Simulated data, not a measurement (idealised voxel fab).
Process module under the name voxel ribs on slabs
Cross-section cut spans 205 nm and uses square cells 5 nm in size.
Reading order for cross-sections: top band down to bottom band. Underlying form: a grid of square cells. Band size: one or more rows of cells.
Top, bottom (nm), then materials left to right with widths (nm); lone material tagged "throughout" fills the whole band edge to edge; "air" = empty space.
Height is counted from the level 0, under which the received wafer is composed throughout of one material. The lowest of the bands is not closed at the bottom but continues downward, in the notation "0 nm and below".
Per-row width for "30->40": begins at first number (top row of band), ends at second number (bottom row), increment between rows held constant.
The designation "changes: none", where it is given for a processing step, indicates that no cell of the cross-section was altered in the course of that step.
"Voids, sealed" contains a list of empty spaces, each no smaller than 8 cells and without an open way to the top, written in the form width x height at distance with the distance from the left edge and all three in nm.
The remark found on a step's line after its settings is issued by the simulator itself and pertains to that step.
"overlay nm" denotes, for a step that has a mask, the displacement of the mask to the right of its planned place, with negative values corresponding to the left.
**plan**
1. RECEIVE | material Si
2. DIRECTIONAL_DEP | material SiO2 | thk nm 25
3. DIRECTIONAL_DEP | material polySi | thk nm 15
4. DIRECTIONAL_DEP | material aC | thk nm 15
5. PATTERN | tone cover | mask id RIB | material resist | width nm 25 | thk nm 35 | overlay nm 0
6. DIRECTIONAL_ETCH | etch materials aC | depth nm 15
7. STRIP | etch materials resist
8. DIRECTIONAL_ETCH | etch materials polySi | depth nm 5
9. STRIP | etch materials aC
10. DIRECTIONAL_DEP | material aC | thk nm 15
11. PATTERN | tone cover | mask id SLAB | material resist | width nm 85 | thk nm 30 | overlay nm 0
12. DIRECTIONAL_ETCH | etch materials aC | depth nm 15
13. STRIP | etch materials resist
14. DIRECTIONAL_ETCH | etch materials polySi | depth nm 10
15. STRIP | etch materials aC
16. FILL_DEP | material SiO2 | thk nm 15
17. CMP | height nm 50
18. DIRECTIONAL_DEP | material TiN | thk nm 10
19. DIRECTIONAL_DEP | material aC | thk nm 15
20. PATTERN | tone cover | mask id HEATER | material resist | width nm 35 | thk nm 35 | overlay nm 0
21. DIRECTIONAL_ETCH | etch materials aC | depth nm 15
22. STRIP | etch materials resist
23. DIRECTIONAL_ETCH | etch materials TiN | depth nm 10
24. STRIP | etch materials aC
25. CONFORMAL_DEP | material SiN | thk nm 10
**Received-state cross-section, reflecting completion of step 1**
- 0 nm and below: Si throughout
- Voids, sealed: none
**Post-module cross-section of the first of two wafers (run per plan)**
- 70 nm to 60 nm: air (75), SiN (55), air (75)
- 60 nm to 50 nm: SiN (85), TiN (35), SiN (85)
- 50 nm to 40 nm: SiO2 throughout
- 40 nm to 35 nm: SiO2 (90), polySi (25), SiO2 (90)
- 35 nm to 25 nm: SiO2 (60), polySi (85), SiO2 (60)
- 25 nm to 0 nm: SiO2 throughout
- 0 nm and below: Si throughout
- Voids, sealed: none
**Wafer two cross-section, module end. Start and plan unchanged from wafer one; one mistake made during the run**
- 70 nm to 60 nm: air (80), SiN (55), air (70)
- 60 nm to 50 nm: SiN (90), TiN (35), SiN (80)
- 50 nm to 40 nm: SiO2 throughout
- 40 nm to 35 nm: SiO2 (90), polySi (25), SiO2 (90)
- 35 nm to 25 nm: SiO2 (60), polySi (85), SiO2 (60)
- 25 nm to 0 nm: SiO2 throughout
- 0 nm and below: Si throughout
- Voids, sealed: none
So what did we get wrong on this run? off-plan run, step 20, actual operation and settings PATTERN | tone cover | mask id HEATER | material resist | width nm 35 | thk nm 35 | overlay nm 5
Upon completion, the cell count for each material on the second wafer equals that on the first, whereas the spatial distribution of those cells differs.
